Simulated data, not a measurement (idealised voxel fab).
process module | voxel double patterning
cross-section cut | 260 nm wide | cells 5 nm
A cross-section is a grid of square cells, given in bands from the top down. A band is one or more rows of cells.
Each band's line starts with the height of the band's top and of its bottom, in nm. Then come its materials from left to right, each with its width in nm. One material with "throughout" fills the band from edge to edge. "air" is empty space.
Height 0 is the level under which the wafer as received is all one material. The lowest band goes on downwards, as in "0 down".
A width such as "30 to 40" changes by the same amount from each row of cells to the next, from the band's top row to its bottom row.
"no change" after a step means that no cell of the cross-section changed.
closed voids: empty space of 8 cells or more with no open way to the top, each as width x height at its distance from the left edge, in nm
after a step's settings: what the simulator itself notes on the step
overlay nm, on a step with a mask: how far to the right of its planned place the mask lay; to the left if negative
plan
1 op RECEIVE | material Si
2 op CONFORMAL_DEP | material SiO2 | thk nm 5
3 op DIRECTIONAL_DEP | material TiN | thk nm 15
4 op DIRECTIONAL_DEP | material SiCN | thk nm 10
5 op MASKED_ETCH | tone open | mask id FIRST | width nm 15 | pitch nm 50 | etch materials SiCN | depth nm 10 | overlay nm 0
6 op MASKED_ETCH | tone open | mask id SECOND | width nm 15 | pitch nm 50 | etch materials SiCN | depth nm 10 | overlay nm 0
7 op DIRECTIONAL_ETCH | etch materials TiN | depth nm 15
8 op STRIP | etch materials SiCN
as received, after step 1
  0 down: Si throughout
  closed voids: none
first wafer at the end, as planned
  20 to 5: TiN 70 | air 15 | TiN 10 | air 15 | TiN 10 | air 15 | TiN 10 | air 15 | TiN 10 | air 15 | TiN 75
  5 to 0: SiO2 throughout
  0 down: Si throughout
  closed voids: none
second wafer at the end: like start, like plan, one mistake
  35 to 20: TiN 70 | air 15 | TiN 10 | air 15 | TiN 10 | air 15 | TiN 10 | air 15 | TiN 10 | air 15 | TiN 75
  20 to 5: TiN throughout
  5 to 0: SiO2 throughout
  0 down: Si throughout
  closed voids: none
what went wrong: step 3 was run twice
at the end the second wafer has, in cells: 156 more of TiN
